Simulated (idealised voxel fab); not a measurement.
You're looking at the process module voxel self aligned vias.
Section shown: cut. Width: 235 nm. Cell size: 5 nm, square.
Cross-section, as written here: a square-cell grid given band by band from the top down, where a band holds one or more rows of cells. Each band's line starts with the height of the band's top and of its bottom, in nm. Then come its materials from left to right, each with its width in nm. One material with "full width" fills the band from edge to edge. "empty" is empty space. Heads up on the height convention: 0 is the point under which the incoming wafer is all one material, and the lowest band has no bottom, it just keeps going down, like "0 -> down". A width given as "30..40" starts at the first number in the band's top row and ends at the second number in its bottom row, shifting by an equal amount at every step from row to row. A step reported as "no alteration" is a step in which no cell of the cross-section changed. Under "Unvented voids" you'll find the enclosed gaps, the ones with no way out to the top, that are 8 cells or bigger; each reads width x height at distance, with distance counted from the left edge, everything in nm. That trailing text on a step's line, after the settings, is the simulator's own remark on the step. "overlay nm" denotes, for a step that has a mask, the displacement of the mask to the right of its planned place, with negative values corresponding to the left.
The steps planned for the process are as follows:
1. RECEIVE | material Si
2. CONFORMAL_DEP | material SiO2 | thk nm 15
3. CONFORMAL_DEP | material SiCN | thk nm 5
4. DIRECTIONAL_DEP | material lowk | thk nm 30
5. DIRECTIONAL_DEP | material aC | thk nm 15
6. PATTERN | tone open | mask id LINES | material resist | width nm 20 | pitch nm 60 | thk nm 35 | overlay nm 0
7. DIRECTIONAL_ETCH | etch materials aC | depth nm 15
8. STRIP | etch materials resist
9. DIRECTIONAL_ETCH | etch materials lowk | depth nm 30
10. STRIP | etch materials aC
11. CONFORMAL_DEP | material TiN | thk nm 5
12. FILL_DEP | material Ru | thk nm 5
13. CMP | height nm 50
14. SELECTIVE_ETCH | etch materials W Ru TiN | depth nm 5
15. FILL_DEP | material SiN | thk nm 5
16. CMP | height nm 50
17. DIRECTIONAL_DEP | material lowk | thk nm 20
18. PATTERN | tone open | mask id VIAS | material resist | width nm 30 | pitch nm 60 | thk nm 15 | overlay nm -15
19. DIRECTIONAL_ETCH | etch materials lowk | depth nm 20
20. DIRECTIONAL_ETCH | etch materials SiN | depth nm 5
21. STRIP | etch materials resist
22. CONFORMAL_DEP | material TiN | thk nm 5
23. FILL_DEP | material Cu | thk nm 10
24. CMP | height nm 70
25. CONFORMAL_DEP | material SiCN | thk nm 5
Among the wafers covered here, the point of difference is the overlay nm at step 18; their starting state is shared, and the plan presents the value of the first wafer.
The first of several wafers, as received after step 1, seen in section:
* 0 -> down | Si full width
* Unvented voids: none
Wafer cross-section (first of several) - module end, post step 25 (last step):
* 75 -> 70 | SiCN full width
* 70 -> 55 | lowk (55); TiN (5); Cu (20); TiN (5); lowk (30); TiN (5); Cu (20); TiN (5); lowk (90)
* 55 -> 50 | lowk (55); TiN (30); lowk (30); TiN (30); lowk (90)
* 50 -> 45 | lowk (75); TiN (10); SiN (10); lowk (40); TiN (10); SiN (10); lowk (80)
* 45 -> 25 | lowk (75); TiN (5); Ru (10); TiN (5); lowk (40); TiN (5); Ru (10); TiN (5); lowk (80)
* 25 -> 20 | lowk (75); TiN (20); lowk (40); TiN (20); lowk (80)
* 20 -> 15 | SiCN full width
* 15 -> 0 | SiO2 full width
* 0 -> down | Si full width
* Unvented voids: none
So this is the cross-section on the last wafer at the end of the module:
* 75 -> 70 | SiCN full width
* 70 -> 55 | lowk (85); TiN (5); Cu (20); TiN (5); lowk (30); TiN (5); Cu (20); TiN (5); lowk (60)
* 55 -> 50 | lowk (85); TiN (30); lowk (30); TiN (30); lowk (60)
* 50 -> 45 | lowk (75); SiN (10); TiN (10); lowk (40); SiN (10); TiN (10); lowk (80)
* 45 -> 25 | lowk (75); TiN (5); Ru (10); TiN (5); lowk (40); TiN (5); Ru (10); TiN (5); lowk (80)
* 25 -> 20 | lowk (75); TiN (20); lowk (40); TiN (20); lowk (80)
* 20 -> 15 | SiCN full width
* 15 -> 0 | SiO2 full width
* 0 -> down | Si full width
* Unvented voids: none
Per wafer (row), end of module: delta in cells per material since receipt, (+) for gained, (-) for lost; closed voids after that:
overlay nm -15 | +24 Cu | +16 Ru | +94 SiCN | +4 SiN | +141 SiO2 | +52 TiN | +374 lowk | Unvented voids: none
overlay nm -10 | +26 Cu | +16 Ru | +94 SiCN | +2 SiN | +141 SiO2 | +52 TiN | +374 lowk | Unvented voids: none
overlay nm -5 | +28 Cu | +16 Ru | +94 SiCN | +141 SiO2 | +52 TiN | +374 lowk | Unvented voids: none
overlay nm 0 | +28 Cu | +16 Ru | +94 SiCN | +141 SiO2 | +52 TiN | +374 lowk | Unvented voids: none
overlay nm 5 | +28 Cu | +16 Ru | +94 SiCN | +141 SiO2 | +52 TiN | +374 lowk | Unvented voids: none
overlay nm 10 | +26 Cu | +16 Ru | +94 SiCN | +2 SiN | +141 SiO2 | +52 TiN | +374 lowk | Unvented voids: none
overlay nm 15 | +24 Cu | +16 Ru | +94 SiCN | +4 SiN | +141 SiO2 | +52 TiN | +374 lowk | Unvented voids: none
